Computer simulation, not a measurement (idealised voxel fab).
The following is a process module called voxel transistor to metal.
This is section cut - it's 190 nm across, gridded in 5 nm square cells.
Each cross-section below is a grid of square cells, stated as bands in top-down order, with one or more rows of cells making up each band.
Within each band entry, the heights of the top and of the bottom of the band appear first, in that order and in nm; the materials of the band then follow from left to right, each with its corresponding width in nm. The designation "all across" on a single material indicates that it fills the band from edge to edge; the designation "air" indicates empty space.
Heights are measured from 0, the level below which the as-received wafer is all one material; the lowest band has no bottom and continues downward, written as in "0 -> down".
So if you see something like "30 to 40" for the width, read it as the top row of the band sitting at the first number and the bottom row at the second, with every row in between moving by the same amount as the last.
"everything unchanged" means the step left every cell of the cross-section as it was.
Enclosed voids (no open way to top), threshold 8 cells or more, entry "Voids lacking openings", notation width x height at distance, distance from left edge, nm.
Anything after a step's settings on that line? It's the simulator's own note about the step.
On any step carrying a mask, the "overlay nm" setting, if present on the step's line, tells how far right of its planned place the mask lay; negative values point to the left.
The remainder of this document consists of a sequence of paired cross-sections. Each pair presents the cross-section prior to one process step together with the cross-section following it, the latter being rendered only as deep as the lowest band that underwent change. The intervening step, together with its settings, is stated beneath each pair. Because the pairs may originate from different runs of this module on the same starting wafer, a given pair is to be read as continuing from the preceding pair only where its entry headed "Before this step" so indicates.

-- Before this step
  75 -> 50  air 45 / W 15 / air 65 / W 15 / air 50
  50 -> 45  TiN all across
  45 -> 35  SiO2 45 / TiN 5 / Ru 5 / TiN 5 / SiO2 65 / TiN 5 / Ru 5 / TiN 5 / SiO2 50
  35 -> 25  SiO2 45 / TiN 5 / Ru 5 / TiN 5 / SiO2 10 / SiN 5 / SiO2 5 / SiCN 25 / SiO2 5 / SiN 5 / SiO2 10 / TiN 5 / Ru 5 / TiN 5 / SiO2 50
  25 -> 5  SiO2 45 / TiN 5 / Ru 5 / TiN 5 / SiO2 10 / SiN 5 / SiO2 5 / polySi 25 / SiO2 5 / SiN 5 / SiO2 10 / TiN 5 / Ru 5 / TiN 5 / SiO2 50
  5 -> 0  SiO2 45 / TiN 15 / SiO2 10 / SiN 5 / SiO2 5 / polySi 25 / SiO2 5 / SiN 5 / SiO2 10 / TiN 15 / SiO2 50
  0 -> -5  SiO2 40 / pSi 30 / SiO2 45 / pSi 30 / SiO2 45
  -5 -> -10  SiO2 45 / Si 95 / SiO2 50
  -10 -> -35  SiO2 40 / Si 105 / SiO2 45
  -35 -> down  Si all across
  Voids lacking openings: none

-- Step Outcome
  75 -> 50  air 45 / W 15 / air 65 / W 15 / air 50
  50 -> 45  air 45 / TiN 15 / air 65 / TiN 15 / air 50
  Below 45 it's all the same as before, nothing changed down there.
  Voids lacking openings: none
Q: step between the cross-sections above? A: MASKED_ETCH | tone cover | mask id METAL_1 | width nm 15 | pitch nm 80 | etch materials TiN | depth nm 5 | overlay nm 0

Before this step: check the pair just above; its after cross-section is our before state.

-- Step Outcome
  80 -> 75  air 40 / SiCN 25 / air 55 / SiCN 25 / air 45
  75 -> 50  air 40 / SiCN 5 / W 15 / SiCN 5 / air 55 / SiCN 5 / W 15 / SiCN 5 / air 45
  50 -> 45  SiCN 45 / TiN 15 / SiCN 65 / TiN 15 / SiCN 50
  Below 45 it's all the same as before, nothing changed down there.
  Voids lacking openings: none
Q: step between the cross-sections above? A: CONFORMAL_DEP | material SiCN | thk nm 5

Before this step: check the pair just above; its after cross-section is our before state.

-- Step Outcome
  85 -> 80  SiO2 all across
  80 -> 75  SiO2 40 / SiCN 25 / SiO2 55 / SiCN 25 / SiO2 45
  75 -> 50  SiO2 40 / SiCN 5 / W 15 / SiCN 5 / SiO2 55 / SiCN 5 / W 15 / SiCN 5 / SiO2 45
  Below 50 it's all the same as before, nothing changed down there.
  Voids lacking openings: none
Q: step between the cross-sections above? A: FILL_DEP | material SiO2 | thk nm 5

Before this step: check the pair just above; its after cross-section is our before state.

-- Step Outcome
  75 -> 50  SiO2 40 / SiCN 5 / W 15 / SiCN 5 / SiO2 55 / SiCN 5 / W 15 / SiCN 5 / SiO2 45
  Below 50 it's all the same as before, nothing changed down there.
  Voids lacking openings: none
Q: step between the cross-sections above? A: CMP | height nm 75

Before this step: check the pair just above; its after cross-section is our before state.

-- Step Outcome
  80 -> 75  SiN all across
  Below 75 it's all the same as before, nothing changed down there.
  Voids lacking openings: none
Q: step between the cross-sections above? A: CONFORMAL_DEP | material SiN | thk nm 5

-- Before this step
  20 -> 5  air 35 / SiN 115 / air 40
  5 -> 0  SiO2 all across
  0 -> -35  SiO2 40 / Si 105 / SiO2 45
  -35 -> down  Si all across
  Voids lacking openings: none

-- Step Outcome
  20 -> 5  air 35 / SiN 115 / air 40
  5 -> 0  air 50 / SiO2 85 / air 55
  0 -> -10  air 40 / Si 105 / air 45
  Below -10 it's all the same as before, nothing changed down there.
  Voids lacking openings: none
Q: step between the cross-sections above? A: SELECTIVE_ETCH | etch materials SiO2 | depth nm 15

Before this step: check the pair just above; its after cross-section is our before state.

-- Step Outcome
  5 -> 0  air 50 / SiO2 85 / air 55
  Below 0 it's all the same as before, nothing changed down there.
  Voids lacking openings: none
Q: step between the cross-sections above? A: STRIP | etch materials SiN

Before this step: check the pair just above; its after cross-section is our before state.

-- Step Outcome
  0 -> -15  air 40 / Si 105 / air 45
  Below -15 it's all the same as before, nothing changed down there.
  Voids lacking openings: none
Q: step between the cross-sections above? A: SELECTIVE_ETCH | etch materials SiO2 | depth nm 5

Before this step: check the pair just above; its after cross-section is our before state.

-- Step Outcome
  0 -> -5  air 40 / SiO2 105 / air 45
  -5 -> -15  air 40 / SiO2 5 / Si 95 / SiO2 5 / air 45
  -15 -> -20  SiO2 45 / Si 95 / SiO2 50
  Below -20 it's all the same as before, nothing changed down there.
  Voids lacking openings: none
Q: step between the cross-sections above? A: OXIDIZE | depth nm 5

Before this step: check the pair just above; its after cross-section is our before state.

-- Step Outcome
  25 -> 10  air 40 / polySi 105 / air 45
  10 -> 0  polySi all across
  0 -> -5  polySi 40 / SiO2 105 / polySi 45
  -5 -> -15  polySi 40 / SiO2 5 / Si 95 / SiO2 5 / polySi 45
  Below -15 it's all the same as before, nothing changed down there.
  Voids lacking openings: none
Q: step between the cross-sections above? A: DIRECTIONAL_DEP | material polySi | thk nm 25

Before this step: check the pair just above; its after cross-section is our before state.

-- Step Outcome
  35 -> 25  air 40 / SiCN 105 / air 45
  25 -> 20  air 40 / polySi 105 / air 45
  20 -> 10  SiCN 40 / polySi 105 / SiCN 45
  Below 10 it's all the same as before, nothing changed down there.
  Voids lacking openings: none
Q: step between the cross-sections above? A: DIRECTIONAL_DEP | material SiCN | thk nm 10

Before this step: check the pair just above; its after cross-section is our before state.

-- Step Outcome
  55 -> 35  air 80 / resist 25 / air 85
  Below 35 it's all the same as before, nothing changed down there.
  Voids lacking openings: none
Q: step between the cross-sections above? A: PATTERN | tone cover | mask id GATE | material resist | width nm 25 | thk nm 20 | overlay nm 0

Before this step: check the pair just above; its after cross-section is our before state.

-- Step Outcome
  55 -> 35  air 80 / resist 25 / air 85
  35 -> 25  air 80 / SiCN 25 / air 85
  25 -> 10  air 40 / polySi 105 / air 45
  Below 10 it's all the same as before, nothing changed down there.
  Voids lacking openings: none
Q: step between the cross-sections above? A: DIRECTIONAL_ETCH | etch materials SiCN | depth nm 20

Before this step: check the pair just above; its after cross-section is our before state.

-- Step Outcome
  55 -> 35  air 80 / resist 25 / air 85
  35 -> 25  air 80 / SiCN 25 / air 85
  25 -> 0  air 80 / polySi 25 / air 85
  0 -> -5  air 40 / SiO2 105 / air 45
  -5 -> -15  air 40 / SiO2 5 / Si 95 / SiO2 5 / air 45
  Below -15 it's all the same as before, nothing changed down there.
  Voids lacking openings: none
Q: step between the cross-sections above? A: DIRECTIONAL_ETCH | etch materials polySi | depth nm 35

Before this step: check the pair just above; its after cross-section is our before state.

-- Step Outcome
  35 -> 25  air 80 / SiCN 25 / air 85
  Below 25 it's all the same as before, nothing changed down there.
  Voids lacking openings: none
Q: step between the cross-sections above? A: STRIP | etch materials resist

Before this step: check the pair just above; its after cross-section is our before state.

-- Step Outcome
  40 -> 35  air 75 / SiO2 35 / air 80
  35 -> 25  air 75 / SiO2 5 / SiCN 25 / SiO2 5 / air 80
  25 -> 5  air 75 / SiO2 5 / polySi 25 / SiO2 5 / air 80
  5 -> 0  air 35 / SiO2 45 / polySi 25 / SiO2 45 / air 40
  0 -> -5  air 35 / SiO2 115 / air 40
  -5 -> -10  air 35 / SiO2 10 / Si 95 / SiO2 10 / air 40
  -10 -> -20  SiO2 45 / Si 95 / SiO2 50
  Below -20 it's all the same as before, nothing changed down there.
  Voids lacking openings: none
Q: step between the cross-sections above? A: CONFORMAL_DEP | material SiO2 | thk nm 5

Before this step: check the pair just above; its after cross-section is our before state.

-- Step Outcome
  35 -> 25  air 75 / SiO2 5 / SiCN 25 / SiO2 5 / air 80
  25 -> 0  air 75 / SiO2 5 / polySi 25 / SiO2 5 / air 80
  0 -> -5  air 35 / SiO2 115 / air 40
  -5 -> -15  air 35 / SiO2 10 / Si 95 / SiO2 10 / air 40
  Below -15 it's all the same as before, nothing changed down there.
  Voids lacking openings: none
Q: step between the cross-sections above? A: DIRECTIONAL_ETCH | etch materials SiO2 | depth nm 5

Before this step: check the pair just above; its after cross-section is our before state.

-- Step Outcome
  40 -> 35  air 70 / SiN 45 / air 75
  35 -> 25  air 70 / SiN 5 / SiO2 5 / SiCN 25 / SiO2 5 / SiN 5 / air 75
  25 -> 5  air 70 / SiN 5 / SiO2 5 / polySi 25 / SiO2 5 / SiN 5 / air 75
  5 -> 0  air 30 / SiN 45 / SiO2 5 / polySi 25 / SiO2 5 / SiN 45 / air 35
  0 -> -5  air 30 / SiN 5 / SiO2 115 / SiN 5 / air 35
  -5 -> -10  air 30 / SiN 5 / SiO2 10 / Si 95 / SiO2 10 / SiN 5 / air 35
  -10 -> -15  SiN 35 / SiO2 10 / Si 95 / SiO2 10 / SiN 40
  Below -15 it's all the same as before, nothing changed down there.
  Voids lacking openings: none
Q: step between the cross-sections above? A: CONFORMAL_DEP | material SiN | thk nm 5

Before this step: check the pair just above; its after cross-section is our before state.

-- Step Outcome
  35 -> 25  air 70 / SiN 5 / SiO2 5 / SiCN 25 / SiO2 5 / SiN 5 / air 75
  25 -> 0  air 70 / SiN 5 / SiO2 5 / polySi 25 / SiO2 5 / SiN 5 / air 75
  0 -> -5  air 30 / SiN 5 / SiO2 115 / SiN 5 / air 35
  -5 -> -15  air 30 / SiN 5 / SiO2 10 / Si 95 / SiO2 10 / SiN 5 / air 35
  Below -15 it's all the same as before, nothing changed down there.
  Voids lacking openings: none
Q: step between the cross-sections above? A: DIRECTIONAL_ETCH | etch materials SiN | depth nm 5

Before this step: check the pair just above; its after cross-section is our before state.

-- Step Outcome
  35 -> 30  air 70 / SiN 5 / air 5 / SiCN 25 / air 5 / SiN 5 / air 75
  30 -> 25  air 70 / SiN 5 / SiO2 5 / SiCN 25 / SiO2 5 / SiN 5 / air 75
  25 -> 0  air 70 / SiN 5 / SiO2 5 / polySi 25 / SiO2 5 / SiN 5 / air 75
  0 -> -5  air 30 / SiN 5 / air 35 / SiO2 45 / air 35 / SiN 5 / air 35
  -5 -> -15  air 30 / SiN 5 / SiO2 10 / Si 95 / SiO2 10 / SiN 5 / air 35
  -15 -> -20  air 30 / SiO2 15 / Si 95 / SiO2 15 / air 35
  Below -20 it's all the same as before, nothing changed down there.
  Voids lacking openings: none
Q: step between the cross-sections above? A: DIRECTIONAL_ETCH | etch materials SiO2 | depth nm 5

Before this step: check the pair just above; its after cross-section is our before state.

-- Step Outcome
  35 -> 30  air 70 / SiN 5 / air 5 / SiCN 25 / air 5 / SiN 5 / air 75
  30 -> 25  air 70 / SiN 5 / SiO2 5 / SiCN 25 / SiO2 5 / SiN 5 / air 75
  25 -> 0  air 70 / SiN 5 / SiO2 5 / polySi 25 / SiO2 5 / SiN 5 / air 75
  0 -> -5  air 30 / SiN 5 / air 5 / pSi 30 / SiO2 45 / pSi 30 / air 5 / SiN 5 / air 35
  Below -5 it's all the same as before, nothing changed down there.
  Voids lacking openings: none
Q: step between the cross-sections above? A: EPI | material pSi | thk nm 5

Before this step: check the pair just above; its after cross-section is our before state.

-- Step Outcome
  45 -> 35  SiO2 all across
  35 -> 25  SiO2 70 / SiN 5 / SiO2 5 / SiCN 25 / SiO2 5 / SiN 5 / SiO2 75
  25 -> 0  SiO2 70 / SiN 5 / SiO2 5 / polySi 25 / SiO2 5 / SiN 5 / SiO2 75
  0 -> -5  SiO2 30 / SiN 5 / SiO2 5 / pSi 30 / SiO2 45 / pSi 30 / SiO2 5 / SiN 5 / SiO2 35
  -5 -> -15  SiO2 30 / SiN 5 / SiO2 10 / Si 95 / SiO2 10 / SiN 5 / SiO2 35
  -15 -> -20  SiO2 45 / Si 95 / SiO2 50
  Below -20 it's all the same as before, nothing changed down there.
  Voids lacking openings: none
Q: step between the cross-sections above? A: FILL_DEP | material SiO2 | thk nm 10

Before this step: check the pair just above; its after cross-section is our before state.

-- Step Outcome
  35 -> 25  SiO2 70 / SiN 5 / SiO2 5 / SiCN 25 / SiO2 5 / SiN 5 / SiO2 75
  Below 25 it's all the same as before, nothing changed down there.
  Voids lacking openings: none
Q: step between the cross-sections above? A: CMP | height nm 35

Before this step: check the pair just above; its after cross-section is our before state.

-- Step Outcome
  45 -> 35  SiO2 all across
  Below 35 it's all the same as before, nothing changed down there.
  Voids lacking openings: none
Q: step between the cross-sections above? A: DIRECTIONAL_DEP | material SiO2 | thk nm 10

Before this step: check the pair just above; its after cross-section is our before state.

-- Step Outcome
  45 -> 35  SiO2 45 / air 15 / SiO2 65 / air 15 / SiO2 50
  35 -> 25  SiO2 45 / air 15 / SiO2 10 / SiN 5 / SiO2 5 / SiCN 25 / SiO2 5 / SiN 5 / SiO2 10 / air 15 / SiO2 50
  25 -> 0  SiO2 45 / air 15 / SiO2 10 / SiN 5 / SiO2 5 / polySi 25 / SiO2 5 / SiN 5 / SiO2 10 / air 15 / SiO2 50
  Below 0 it's all the same as before, nothing changed down there.
  Voids lacking openings: none
Q: step between the cross-sections above? A: MASKED_ETCH | tone open | mask id CONTACT | width nm 15 | pitch nm 80 | etch materials SiO2 | depth nm 45 | overlay nm 0

Before this step: check the pair just above; its after cross-section is our before state.

-- Step Outcome
  50 -> 45  TiN 50 / air 5 / TiN 75 / air 5 / TiN 55
  45 -> 35  SiO2 45 / TiN 5 / air 5 / TiN 5 / SiO2 65 / TiN 5 / air 5 / TiN 5 / SiO2 50
  35 -> 25  SiO2 45 / TiN 5 / air 5 / TiN 5 / SiO2 10 / SiN 5 / SiO2 5 / SiCN 25 / SiO2 5 / SiN 5 / SiO2 10 / TiN 5 / air 5 / TiN 5 / SiO2 50
  25 -> 5  SiO2 45 / TiN 5 / air 5 / TiN 5 / SiO2 10 / SiN 5 / SiO2 5 / polySi 25 / SiO2 5 / SiN 5 / SiO2 10 / TiN 5 / air 5 / TiN 5 / SiO2 50
  5 -> 0  SiO2 45 / TiN 15 / SiO2 10 / SiN 5 / SiO2 5 / polySi 25 / SiO2 5 / SiN 5 / SiO2 10 / TiN 15 / SiO2 50
  Below 0 it's all the same as before, nothing changed down there.
  Voids lacking openings: none
Q: step between the cross-sections above? A: CONFORMAL_DEP | material TiN | thk nm 5

Before this step: check the pair just above; its after cross-section is our before state.

-- Step Outcome
  55 -> 50  Ru all across
  50 -> 45  TiN 50 / Ru 5 / TiN 75 / Ru 5 / TiN 55
  45 -> 35  SiO2 45 / TiN 5 / Ru 5 / TiN 5 / SiO2 65 / TiN 5 / Ru 5 / TiN 5 / SiO2 50
  35 -> 25  SiO2 45 / TiN 5 / Ru 5 / TiN 5 / SiO2 10 / SiN 5 / SiO2 5 / SiCN 25 / SiO2 5 / SiN 5 / SiO2 10 / TiN 5 / Ru 5 / TiN 5 / SiO2 50
  25 -> 5  SiO2 45 / TiN 5 / Ru 5 / TiN 5 / SiO2 10 / SiN 5 / SiO2 5 / polySi 25 / SiO2 5 / SiN 5 / SiO2 10 / TiN 5 / Ru 5 / TiN 5 / SiO2 50
  Below 5 it's all the same as before, nothing changed down there.
  Voids lacking openings: none
Q: step between the cross-sections above? A: FILL_DEP | material Ru | thk nm 5

Before this step: check the pair just above; its after cross-section is our before state.

-- Step Outcome
  45 -> 35  SiO2 45 / TiN 5 / Ru 5 / TiN 5 / SiO2 65 / TiN 5 / Ru 5 / TiN 5 / SiO2 50
  Below 35 it's all the same as before, nothing changed down there.
  Voids lacking openings: none
Q: step between the cross-sections above? A: CMP | height nm 45

Before this step: check the pair just above; its after cross-section is our before state.

-- Step Outcome
  50 -> 45  TiN all across
  Below 45 it's all the same as before, nothing changed down there.
  Voids lacking openings: none
Q: step between the cross-sections above? A: DIRECTIONAL_DEP | material TiN | thk nm 5

Before this step: check the pair just above; its after cross-section is our before state.

-- Step Outcome
  75 -> 50  W all across
  Below 50 it's all the same as before, nothing changed down there.
  Voids lacking openings: none
Q: step between the cross-sections above? A: DIRECTIONAL_DEP | material W | thk nm 25

Before this step: check the pair just above; its after cross-section is our before state.

-- Step Outcome
  75 -> 50  air 45 / W 15 / air 65 / W 15 / air 50
  Below 50 it's all the same as before, nothing changed down there.
  Voids lacking openings: none
Q: step between the cross-sections above? A: MASKED_ETCH | tone cover | mask id METAL_1 | width nm 15 | pitch nm 80 | etch materials W | depth nm 25 | overlay nm 0

Before this step: check the pair just above; its after cross-section is our before state.

-- Step Outcome
  75 -> 50  air 45 / W 15 / air 65 / W 15 / air 50
  50 -> 45  air 45 / TiN 15 / air 65 / TiN 15 / air 50
  Below 45 it's all the same as before, nothing changed down there.
  Voids lacking openings: none
Q: step between the cross-sections above? A: MASKED_ETCH | tone cover | mask id METAL_1 | width nm 15 | pitch nm 80 | etch materials TiN | depth nm 5 | overlay nm 0

Before this step: check the pair just above; its after cross-section is our before state.

-- Step Outcome
  80 -> 75  air 40 / SiCN 25 / air 55 / SiCN 25 / air 45
  75 -> 50  air 40 / SiCN 5 / W 15 / SiCN 5 / air 55 / SiCN 5 / W 15 / SiCN 5 / air 45
  50 -> 45  SiCN 45 / TiN 15 / SiCN 65 / TiN 15 / SiCN 50
  Below 45 it's all the same as before, nothing changed down there.
  Voids lacking openings: none
Q: step between the cross-sections above? A: CONFORMAL_DEP | material SiCN | thk nm 5

Before this step: check the pair just above; its after cross-section is our before state.

-- Step Outcome
  85 -> 80  SiO2 all across
  80 -> 75  SiO2 40 / SiCN 25 / SiO2 55 / SiCN 25 / SiO2 45
  75 -> 50  SiO2 40 / SiCN 5 / W 15 / SiCN 5 / SiO2 55 / SiCN 5 / W 15 / SiCN 5 / SiO2 45
  Below 50 it's all the same as before, nothing changed down there.
  Voids lacking openings: none
Q: step between the cross-sections above? A: FILL_DEP | material SiO2 | thk nm 5

Before this step: check the pair just above; its after cross-section is our before state.

-- Step Outcome
  75 -> 50  SiO2 40 / SiCN 5 / W 15 / SiCN 5 / SiO2 55 / SiCN 5 / W 15 / SiCN 5 / SiO2 45
  Below 50 it's all the same as before, nothing changed down there.
  Voids lacking openings: none
Q: step between the cross-sections above? A: CMP | height nm 75

Before this step: check the pair just above; its after cross-section is our before state.

-- Step Outcome
  80 -> 75  SiN all across
  Below 75 it's all the same as before, nothing changed down there.
  Voids lacking openings: none
Q: step between the cross-sections above? A: CONFORMAL_DEP | material SiN | thk nm 5

-- Before this step
  45 -> 35  SiO2 45 / TiN 5 / Ru 5 / TiN 5 / SiO2 65 / TiN 5 / Ru 5 / TiN 5 / SiO2 50
  35 -> 25  SiO2 45 / TiN 5 / Ru 5 / TiN 5 / SiO2 10 / SiN 5 / SiO2 5 / SiCN 25 / SiO2 5 / SiN 5 / SiO2 10 / TiN 5 / Ru 5 / TiN 5 / SiO2 50
  25 -> 5  SiO2 45 / TiN 5 / Ru 5 / TiN 5 / SiO2 10 / SiN 5 / SiO2 5 / polySi 25 / SiO2 5 / SiN 5 / SiO2 10 / TiN 5 / Ru 5 / TiN 5 / SiO2 50
  5 -> 0  SiO2 45 / TiN 15 / SiO2 10 / SiN 5 / SiO2 5 / polySi 25 / SiO2 5 / SiN 5 / SiO2 10 / TiN 15 / SiO2 50
  0 -> -5  SiO2 35 / pSi 35 / SiO2 45 / pSi 35 / SiO2 40
  -5 -> -35  SiO2 40 / Si 105 / SiO2 45
  -35 -> down  Si all across
  Voids lacking openings: none

-- Step Outcome
  70 -> 45  W all across
  Below 45 it's all the same as before, nothing changed down there.
  Voids lacking openings: none
Q: step between the cross-sections above? A: DIRECTIONAL_DEP | material W | thk nm 25

Before this step: check the pair just above; its after cross-section is our before state.

-- Step Outcome
  75 -> 70  TiN all across
  Below 70 it's all the same as before, nothing changed down there.
  Voids lacking openings: none
Q: step between the cross-sections above? A: DIRECTIONAL_DEP | material TiN | thk nm 5

Before this step: check the pair just above; its after cross-section is our before state.

-- Step Outcome
  75 -> 70  air 45 / TiN 15 / air 65 / TiN 15 / air 50
  Below 70 it's all the same as before, nothing changed down there.
  Voids lacking openings: none
Q: step between the cross-sections above? A: MASKED_ETCH | tone cover | mask id METAL_1 | width nm 15 | pitch nm 80 | etch materials TiN | depth nm 5 | overlay nm 0

Before this step: check the pair just above; its after cross-section is our before state.

-- Step Outcome
  80 -> 75  air 40 / SiCN 25 / air 55 / SiCN 25 / air 45
  75 -> 70  SiCN 45 / TiN 15 / SiCN 65 / TiN 15 / SiCN 50
  Below 70 it's all the same as before, nothing changed down there.
  Voids lacking openings: none
Q: step between the cross-sections above? A: CONFORMAL_DEP | material SiCN | thk nm 5

Before this step: check the pair just above; its after cross-section is our before state.

-- Step Outcome
  85 -> 80  SiO2 all across
  80 -> 75  SiO2 40 / SiCN 25 / SiO2 55 / SiCN 25 / SiO2 45
  Below 75 it's all the same as before, nothing changed down there.
  Voids lacking openings: none
Q: step between the cross-sections above? A: FILL_DEP | material SiO2 | thk nm 5

Before this step: check the pair just above; its after cross-section is our before state.

-- Step Outcome
  75 -> 70  SiCN 45 / TiN 15 / SiCN 65 / TiN 15 / SiCN 50
  Below 70 it's all the same as before, nothing changed down there.
  Voids lacking openings: none
Q: step between the cross-sections above? A: CMP | height nm 75

Before this step: check the pair just above; its after cross-section is our before state.

-- Step Outcome
  80 -> 75  SiN all across
  Below 75 it's all the same as before, nothing changed down there.
  Voids lacking openings: none
Q: step between the cross-sections above? A: CONFORMAL_DEP | material SiN | thk nm 5

-- Before this step
  35 -> 25  SiO2 70 / SiN 5 / SiO2 5 / SiCN 25 / SiO2 5 / SiN 5 / SiO2 75
  25 -> 0  SiO2 70 / SiN 5 / SiO2 5 / polySi 25 / SiO2 5 / SiN 5 / SiO2 75
  0 -> -5  SiO2 35 / pSi 35 / SiO2 45 / pSi 35 / SiO2 40
  -5 -> -35  SiO2 40 / Si 105 / SiO2 45
  -35 -> down  Si all across
  Voids lacking openings: none

-- Step Outcome
  40 -> 35  SiO2 all across
  Below 35 it's all the same as before, nothing changed down there.
  Voids lacking openings: none
Q: step between the cross-sections above? A: DIRECTIONAL_DEP | material SiO2 | thk nm 5

Before this step: check the pair just above; its after cross-section is our before state.

-- Step Outcome
  40 -> 35  SiO2 45 / air 15 / SiO2 65 / air 15 / SiO2 50
  35 -> 25  SiO2 45 / air 15 / SiO2 10 / SiN 5 / SiO2 5 / SiCN 25 / SiO2 5 / SiN 5 / SiO2 10 / air 15 / SiO2 50
  25 -> 0  SiO2 45 / air 15 / SiO2 10 / SiN 5 / SiO2 5 / polySi 25 / SiO2 5 / SiN 5 / SiO2 10 / air 15 / SiO2 50
  Below 0 it's all the same as before, nothing changed down there.
  Voids lacking openings: none
Q: step between the cross-sections above? A: MASKED_ETCH | tone open | mask id CONTACT | width nm 15 | pitch nm 80 | etch materials SiO2 | depth nm 45 | overlay nm 0

Before this step: check the pair just above; its after cross-section is our before state.

-- Step Outcome
  45 -> 40  TiN 50 / air 5 / TiN 75 / air 5 / TiN 55
  40 -> 35  SiO2 45 / TiN 5 / air 5 / TiN 5 / SiO2 65 / TiN 5 / air 5 / TiN 5 / SiO2 50
  35 -> 25  SiO2 45 / TiN 5 / air 5 / TiN 5 / SiO2 10 / SiN 5 / SiO2 5 / SiCN 25 / SiO2 5 / SiN 5 / SiO2 10 / TiN 5 / air 5 / TiN 5 / SiO2 50
  25 -> 5  SiO2 45 / TiN 5 / air 5 / TiN 5 / SiO2 10 / SiN 5 / SiO2 5 / polySi 25 / SiO2 5 / SiN 5 / SiO2 10 / TiN 5 / air 5 / TiN 5 / SiO2 50
  5 -> 0  SiO2 45 / TiN 15 / SiO2 10 / SiN 5 / SiO2 5 / polySi 25 / SiO2 5 / SiN 5 / SiO2 10 / TiN 15 / SiO2 50
  Below 0 it's all the same as before, nothing changed down there.
  Voids lacking openings: none
Q: step between the cross-sections above? A: CONFORMAL_DEP | material TiN | thk nm 5

Before this step: check the pair just above; its after cross-section is our before state.

-- Step Outcome
  50 -> 45  Ru all across
  45 -> 40  TiN 50 / Ru 5 / TiN 75 / Ru 5 / TiN 55
  40 -> 35  SiO2 45 / TiN 5 / Ru 5 / TiN 5 / SiO2 65 / TiN 5 / Ru 5 / TiN 5 / SiO2 50
  35 -> 25  SiO2 45 / TiN 5 / Ru 5 / TiN 5 / SiO2 10 / SiN 5 / SiO2 5 / SiCN 25 / SiO2 5 / SiN 5 / SiO2 10 / TiN 5 / Ru 5 / TiN 5 / SiO2 50
  25 -> 5  SiO2 45 / TiN 5 / Ru 5 / TiN 5 / SiO2 10 / SiN 5 / SiO2 5 / polySi 25 / SiO2 5 / SiN 5 / SiO2 10 / TiN 5 / Ru 5 / TiN 5 / SiO2 50
  Below 5 it's all the same as before, nothing changed down there.
  Voids lacking openings: none
Q: step between the cross-sections above? A: FILL_DEP | material Ru | thk nm 5

Before this step: check the pair just above; its after cross-section is our before state.

-- Step Outcome
  45 -> 40  TiN 50 / Ru 5 / TiN 75 / Ru 5 / TiN 55
  Below 40 it's all the same as before, nothing changed down there.
  Voids lacking openings: none
Q: step between the cross-sections above? A: CMP | height nm 45

Before this step: check the pair just above; its after cross-section is our before state.

-- Step Outcome
  50 -> 45  TiN all across
  Below 45 it's all the same as before, nothing changed down there.
  Voids lacking openings: none
Q: step between the cross-sections above? A: DIRECTIONAL_DEP | material TiN | thk nm 5

Before this step: check the pair just above; its after cross-section is our before state.

-- Step Outcome
  75 -> 50  W all across
  Below 50 it's all the same as before, nothing changed down there.
  Voids lacking openings: none
Q: step between the cross-sections above? A: DIRECTIONAL_DEP | material W | thk nm 25

Before this step: check the pair just above; its after cross-section is our before state.

-- Step Outcome
  75 -> 50  air 45 / W 15 / air 65 / W 15 / air 50
  Below 50 it's all the same as before, nothing changed down there.
  Voids lacking openings: none
Q: step between the cross-sections above? A: MASKED_ETCH | tone cover | mask id METAL_1 | width nm 15 | pitch nm 80 | etch materials W | depth nm 25 | overlay nm 0

Before this step: check the pair just above; its after cross-section is our before state.

-- Step Outcome
  75 -> 50  air 45 / W 15 / air 65 / W 15 / air 50
  50 -> 45  air 45 / TiN 15 / air 65 / TiN 15 / air 50
  Below 45 it's all the same as before, nothing changed down there.
  Voids lacking openings: none
Q: step between the cross-sections above? A: MASKED_ETCH | tone cover | mask id METAL_1 | width nm 15 | pitch nm 80 | etch materials TiN | depth nm 5 | overlay nm 0

Before this step: check the pair just above; its after cross-section is our before state.

-- Step Outcome
  80 -> 75  air 40 / SiCN 25 / air 55 / SiCN 25 / air 45
  75 -> 50  air 40 / SiCN 5 / W 15 / SiCN 5 / air 55 / SiCN 5 / W 15 / SiCN 5 / air 45
  50 -> 45  SiCN 45 / TiN 15 / SiCN 65 / TiN 15 / SiCN 50
  Below 45 it's all the same as before, nothing changed down there.
  Voids lacking openings: none
Q: step between the cross-sections above? A: CONFORMAL_DEP | material SiCN | thk nm 5

Before this step: check the pair just above; its after cross-section is our before state.

-- Step Outcome
  85 -> 80  SiO2 all across
  80 -> 75  SiO2 40 / SiCN 25 / SiO2 55 / SiCN 25 / SiO2 45
  75 -> 50  SiO2 40 / SiCN 5 / W 15 / SiCN 5 / SiO2 55 / SiCN 5 / W 15 / SiCN 5 / SiO2 45
  Below 50 it's all the same as before, nothing changed down there.
  Voids lacking openings: none
Q: step between the cross-sections above? A: FILL_DEP | material SiO2 | thk nm 5

Before this step: check the pair just above; its after cross-section is our before state.

-- Step Outcome
  75 -> 50  SiO2 40 / SiCN 5 / W 15 / SiCN 5 / SiO2 55 / SiCN 5 / W 15 / SiCN 5 / SiO2 45
  Below 50 it's all the same as before, nothing changed down there.
  Voids lacking openings: none
Q: step between the cross-sections above? A: CMP | height nm 75

Before this step: check the pair just above; its after cross-section is our before state.

-- Step Outcome
  80 -> 75  SiN all across
  Below 75 it's all the same as before, nothing changed down there.
  Voids lacking openings: none
Q: step between the cross-sections above? A: CONFORMAL_DEP | material SiN | thk nm 5

-- Before this step
  75 -> 50  W all across
  50 -> 45  TiN all across
  45 -> 35  SiO2 45 / TiN 5 / Ru 5 / TiN 5 / SiO2 65 / TiN 5 / Ru 5 / TiN 5 / SiO2 50
  35 -> 25  SiO2 45 / TiN 5 / Ru 5 / TiN 5 / SiO2 10 / SiN 5 / SiO2 5 / SiCN 25 / SiO2 5 / SiN 5 / SiO2 10 / TiN 5 / Ru 5 / TiN 5 / SiO2 50
  25 -> 5  SiO2 45 / TiN 5 / Ru 5 / TiN 5 / SiO2 10 / SiN 5 / SiO2 5 / polySi 25 / SiO2 5 / SiN 5 / SiO2 10 / TiN 5 / Ru 5 / TiN 5 / SiO2 50
  5 -> 0  SiO2 45 / TiN 15 / SiO2 10 / SiN 5 / SiO2 5 / polySi 25 / SiO2 5 / SiN 5 / SiO2 10 / TiN 15 / SiO2 50
  0 -> -5  SiO2 35 / pSi 35 / SiO2 45 / pSi 35 / SiO2 40
  -5 -> -35  SiO2 40 / Si 105 / SiO2 45
  -35 -> down  Si all across
  Voids lacking openings: none

-- Step Outcome
  75 -> 50  air 40 / W 25 / air 55 / W 25 / air 45
  Below 50 it's all the same as before, nothing changed down there.
  Voids lacking openings: none
Q: step between the cross-sections above? A: MASKED_ETCH | tone cover | mask id METAL_1 | width nm 25 | pitch nm 80 | etch materials W | depth nm 25 | overlay nm 0
